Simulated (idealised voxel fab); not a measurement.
process module | voxel transistor to metal
cross-section cut | 185 nm wide | cells 5 nm
A cross-section is a grid of square cells, given in bands from the top down. A band is one or more rows of cells.
Each band's line starts with the height of the band's top and of its bottom, in nm. Then come its materials from left to right, each with its width in nm. One material with "throughout" fills the band from edge to edge. "air" is empty space.
Height 0 is the level under which the wafer as received is all one material. The lowest band goes on downwards, as in "0 down".
A width such as "30 to 40" changes by the same amount from each row of cells to the next, from the band's top row to its bottom row.
"no change" after a step means that no cell of the cross-section changed.
closed voids: empty space of 8 cells or more with no open way to the top, each as width x height at its distance from the left edge, in nm
after a step's settings: what the simulator itself notes on the step
overlay nm, on a step with a mask: how far to the right of its planned place the mask lay; to the left if negative
plan
1 op RECEIVE | material Si
2 op CONFORMAL_DEP | material SiO2 | thk nm 5
3 op CONFORMAL_DEP | material SiN | thk nm 10
4 op DIRECTIONAL_DEP | material aC | thk nm 10
5 op PATTERN | tone cover | mask id ACTIVE | material resist | width nm 95 | thk nm 30 | overlay nm 0
6 op DIRECTIONAL_ETCH | etch materials aC | depth nm 10
7 op STRIP | etch materials resist
8 op DIRECTIONAL_ETCH | etch materials SiN | depth nm 10
9 op DIRECTIONAL_ETCH | etch materials SiO2 | depth nm 5
10 op DIRECTIONAL_ETCH | etch materials Si | depth nm 25
11 op STRIP | etch materials aC
12 op FILL_DEP | material SiO2 | thk nm 15
13 op CMP | height nm 15
14 op SELECTIVE_ETCH | etch materials SiO2 | depth nm 5
15 op STRIP | etch materials SiN
16 op SELECTIVE_ETCH | etch materials SiO2 | depth nm 5
17 op OXIDIZE | depth nm 5
18 op DIRECTIONAL_DEP | material polySi | thk nm 25
19 op DIRECTIONAL_DEP | material SiCN | thk nm 15
20 op MASKED_ETCH | tone cover | mask id GATE | width nm 25 | etch materials SiCN | depth nm 25 | overlay nm 0
21 op MASKED_ETCH | tone cover | mask id GATE | width nm 25 | etch materials polySi | depth nm 35 | overlay nm 0
22 op CONFORMAL_DEP | material SiN | thk nm 5
23 op DIRECTIONAL_ETCH | etch materials SiN | depth nm 5
24 op DIRECTIONAL_ETCH | etch materials SiO2 | depth nm 5
25 op EPI | material SiGe | thk nm 5
26 op FILL_DEP | material SiO2 | thk nm 10
27 op CMP | height nm 25
28 op STRIP | etch materials polySi
29 op SELECTIVE_ETCH | etch materials SiO2 | depth nm 5
30 op CONFORMAL_DEP | material HfO2 | thk nm 5
31 op CONFORMAL_DEP | material TiN | thk nm 5
32 op FILL_DEP | material W | thk nm 10
33 op CMP | height nm 20
34 op DIRECTIONAL_DEP | material SiO2 | thk nm 15
35 op MASKED_ETCH | tone open | mask id CONTACT | width nm 15 | pitch nm 70 | etch materials SiO2 | depth nm 35 | overlay nm 0
36 op CONFORMAL_DEP | material TiN | thk nm 5
37 op FILL_DEP | material Ru | thk nm 5
38 op CMP | height nm 35
39 op DIRECTIONAL_DEP | material TiN | thk nm 5
40 op DIRECTIONAL_DEP | material Ru | thk nm 15
41 op MASKED_ETCH | tone cover | mask id METAL_1 | width nm 15 | pitch nm 70 | etch materials Ru | depth nm 15 | overlay nm 0
42 op MASKED_ETCH | tone cover | mask id METAL_1 | width nm 15 | pitch nm 70 | etch materials TiN | depth nm 5 | overlay nm 0
43 op CONFORMAL_DEP | material SiCN | thk nm 5
44 op FILL_DEP | material lowk | thk nm 5
45 op CMP | height nm 55
46 op CONFORMAL_DEP | material SiCN | thk nm 5
47 op DIRECTIONAL_DEP | material lowk | thk nm 25
48 op DIRECTIONAL_DEP | material aC | thk nm 10
49 op PATTERN | tone open | mask id METAL_2 | material resist | width nm 15 | pitch nm 70 | thk nm 30 | overlay nm -15
50 op DIRECTIONAL_ETCH | etch materials aC | depth nm 10
51 op STRIP | etch materials resist
52 op DIRECTIONAL_ETCH | etch materials lowk | depth nm 15
53 op STRIP | etch materials aC
54 op MASKED_ETCH | tone open | mask id METAL_2_HOLES | width nm 15 | pitch nm 70 | etch materials lowk | depth nm 10 | overlay nm 0
55 op MASKED_ETCH | tone open | mask id METAL_2_HOLES | width nm 15 | pitch nm 70 | etch materials SiCN | depth nm 5 | overlay nm 0
56 op CONFORMAL_DEP | material TiN | thk nm 5
57 op FILL_DEP | material Cu | thk nm 5
58 op CMP | height nm 85
59 op CONFORMAL_DEP | material SiCN | thk nm 5
varied across the wafers: overlay nm of step 49. The plan shows the first wafer's value. All wafers start alike
first wafer as received, after step 1
  0 down: Si throughout
  closed voids: none
each wafer at the end: cells of each material gained (+) or lost (-) since it was received, then its closed voids
overlay nm -15 | +10 Cu | +15 HfO2 | +30 Ru | -109 Si | +117 SiCN | +12 SiGe | +10 SiN | +277 SiO2 | +65 TiN | +3 W | +236 lowk | closed voids: none
overlay nm -10 | +8 Cu | +15 HfO2 | +30 Ru | -109 Si | +115 SiCN | +12 SiGe | +10 SiN | +277 SiO2 | +69 TiN | +3 W | +236 lowk | closed voids: none
overlay nm -5 | +6 Cu | +15 HfO2 | +30 Ru | -109 Si | +113 SiCN | +12 SiGe | +10 SiN | +277 SiO2 | +73 TiN | +3 W | +236 lowk | closed voids: none
overlay nm 0 | +10 Cu | +15 HfO2 | +30 Ru | -109 Si | +111 SiCN | +12 SiGe | +10 SiN | +277 SiO2 | +71 TiN | +3 W | +236 lowk | closed voids: none
overlay nm 5 | +6 Cu | +15 HfO2 | +30 Ru | -109 Si | +113 SiCN | +12 SiGe | +10 SiN | +277 SiO2 | +73 TiN | +3 W | +236 lowk | closed voids: none
overlay nm 10 | +8 Cu | +15 HfO2 | +30 Ru | -109 Si | +115 SiCN | +12 SiGe | +10 SiN | +277 SiO2 | +69 TiN | +3 W | +236 lowk | closed voids: none
overlay nm 15 | +10 Cu | +15 HfO2 | +30 Ru | -109 Si | +117 SiCN | +12 SiGe | +10 SiN | +277 SiO2 | +65 TiN | +3 W | +236 lowk | closed voids: none
